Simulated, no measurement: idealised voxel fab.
This is a process module. Its name is voxel transistor to metal.
Section shown: cut. Width: 210 nm. Cell size: 5 nm, square.
Throughout this document, each cross-section is represented as a grid of square cells and is presented as a sequence of bands enumerated from the top downward, where a band comprises one or more rows of cells. In this notation a band is specified by the heights of its top and bottom, in that order and in nm, after which its materials appear from left to right, each paired with its width in nm. The word "edge to edge" attached to a single material means that material fills the band from edge to edge; the word "empty" stands for empty space. Heads up on the height convention: 0 is the point under which the incoming wafer is all one material, and the lowest band has no bottom, it just keeps going down, like "top 0, no bottom". Width "30 to 40": first value at the band's top row of cells, second value at its bottom row, equal change from row to row. Reading "no modification" for a step: not a cell of the cross-section changed in it. The list in "Enclosed cavity list" covers empty spaces of 8 cells or more that cannot reach the top through any open way, and it gives each as width x height at distance; the distance is from the left edge, and width, height and distance are in nm. On each step's line, the part that comes after the settings is the simulator's own comment on the step. The setting "overlay nm" may be written on the line of a step. When the step uses a mask, the value reports how far to the right of the planned place the mask lay, and a negative value reports that it lay to the left.
Intended process steps:
| 1 | op RECEIVE | material Si |
| 2 | op OXIDIZE | depth nm 5 |
| 3 | op CONFORMAL_DEP | material SiN | thk nm 10 |
| 4 | op PATTERN | tone cover | mask id ACTIVE | material resist | width nm 110 | thk nm 20 | overlay nm 0 |
| 5 | op DIRECTIONAL_ETCH | etch materials SiN | depth nm 10 |
| 6 | op DIRECTIONAL_ETCH | etch materials SiO2 | depth nm 5 |
| 7 | op DIRECTIONAL_ETCH | etch materials Si | depth nm 30 |
| 8 | op STRIP | etch materials resist |
| 9 | op OXIDIZE | depth nm 5 |
| 10 | op FILL_DEP | material SiO2 | thk nm 10 |
| 11 | op CMP | height nm 10 |
| 12 | op SELECTIVE_ETCH | etch materials SiO2 | depth nm 5 |
| 13 | op STRIP | etch materials SiN |
| 14 | op SELECTIVE_ETCH | etch materials SiO2 | depth nm 5 |
| 15 | op OXIDIZE | depth nm 5 |
| 16 | op DIRECTIONAL_DEP | material polySi | thk nm 20 |
| 17 | op DIRECTIONAL_DEP | material SiCN | thk nm 10 |
| 18 | op MASKED_ETCH | tone cover | mask id GATE | width nm 30 | etch materials SiCN | depth nm 20 | overlay nm 0 |
| 19 | op MASKED_ETCH | tone cover | mask id GATE | width nm 30 | etch materials polySi | depth nm 30 | overlay nm 0 |
| 20 | op CONFORMAL_DEP | material SiN | thk nm 5 |
| 21 | op DIRECTIONAL_ETCH | etch materials SiN | depth nm 5 |
| 22 | op DIRECTIONAL_ETCH | etch materials SiO2 | depth nm 5 |
| 23 | op DIRECTIONAL_ETCH | etch materials Si | depth nm 15 |
| 24 | op EPI | material pSi | thk nm 20 |
| 25 | op FILL_DEP | material SiO2 | thk nm 10 |
| 26 | op CMP | height nm 15 |
| 27 | op STRIP | etch materials polySi |
| 28 | op SELECTIVE_ETCH | etch materials SiO2 | depth nm 5 |
| 29 | op CONFORMAL_DEP | material HfO2 | thk nm 5 |
| 30 | op CONFORMAL_DEP | material TiN | thk nm 5 |
| 31 | op FILL_DEP | material W | thk nm 10 |
| 32 | op CMP | height nm 10 |
| 33 | op DIRECTIONAL_DEP | material SiO2 | thk nm 15 |
| 34 | op MASKED_ETCH | tone open | mask id CONTACT | width nm 15 | pitch nm 75 | etch materials SiO2 | depth nm 30 | overlay nm 0 |
| 35 | op CONFORMAL_DEP | material TiN | thk nm 5 |
| 36 | op FILL_DEP | material Ru | thk nm 5 |
| 37 | op CMP | height nm 25 |
| 38 | op DIRECTIONAL_DEP | material TiN | thk nm 5 |
| 39 | op DIRECTIONAL_DEP | material Ru | thk nm 20 |
| 40 | op DIRECTIONAL_DEP | material aC | thk nm 15 |
| 41 | op PATTERN | tone cover | mask id METAL_1 | material resist | width nm 15 | pitch nm 75 | thk nm 35 | overlay nm 0 |
| 42 | op DIRECTIONAL_ETCH | etch materials aC | depth nm 15 |
| 43 | op STRIP | etch materials resist |
| 44 | op DIRECTIONAL_ETCH | etch materials Ru | depth nm 20 |
| 45 | op DIRECTIONAL_ETCH | etch materials TiN | depth nm 5 |
| 46 | op STRIP | etch materials aC |
| 47 | op FILL_DEP | material lowk | thk nm 5 |
| 48 | op CMP | height nm 50 |
| 49 | op CONFORMAL_DEP | material SiN | thk nm 5 |
Wafer at receipt (post step 1), cross-section:
top 0, no bottom | Si edge to edge
Enclosed cavity list: none
Cross-section, end of module. Start: as above. Plan: as above. Execution: one mistake:
top 55, bottom 50 | SiN edge to edge
top 50, bottom 30 | Ru 60 nm / lowk 15 nm / Ru 60 nm / lowk 15 nm / Ru 60 nm
top 30, bottom 25 | TiN 60 nm / lowk 15 nm / TiN 60 nm / lowk 15 nm / TiN 60 nm
top 25, bottom 15 | SiO2 60 nm / TiN 5 nm / Ru 5 nm / TiN 5 nm / SiO2 60 nm / TiN 5 nm / Ru 5 nm / TiN 5 nm / SiO2 60 nm
top 15, bottom 10 | SiO2 60 nm / TiN 15 nm / SiO2 60 nm / TiN 15 nm / SiO2 60 nm
top 10, bottom 0 | SiO2 60 nm / TiN 5 nm / pSi 20 nm / SiN 5 nm / HfO2 5 nm / TiN 5 nm / W 10 nm / TiN 5 nm / HfO2 5 nm / SiN 5 nm / pSi 20 nm / TiN 5 nm / SiO2 60 nm
top 0, bottom -5 | SiO2 45 nm / SiN 5 nm / SiO2 10 nm / TiN 5 nm / pSi 20 nm / SiN 5 nm / HfO2 5 nm / TiN 20 nm / HfO2 5 nm / SiN 5 nm / pSi 20 nm / TiN 5 nm / SiO2 10 nm / SiN 5 nm / SiO2 45 nm
top -5, bottom -10 | SiO2 50 nm / pSi 35 nm / HfO2 40 nm / pSi 35 nm / SiO2 50 nm
top -10, bottom -25 | SiO2 55 nm / pSi 30 nm / Si 40 nm / pSi 30 nm / SiO2 55 nm
top -25, bottom -40 | SiO2 55 nm / Si 100 nm / SiO2 55 nm
top -40, no bottom | Si edge to edge
Enclosed cavity list: none
Which mistake was made when the wafer was run? step 41 deviated from plan and actually ran as op PATTERN | tone open | mask id METAL_1 | material resist | width nm 15 | pitch nm 75 | thk nm 35 | overlay nm 0
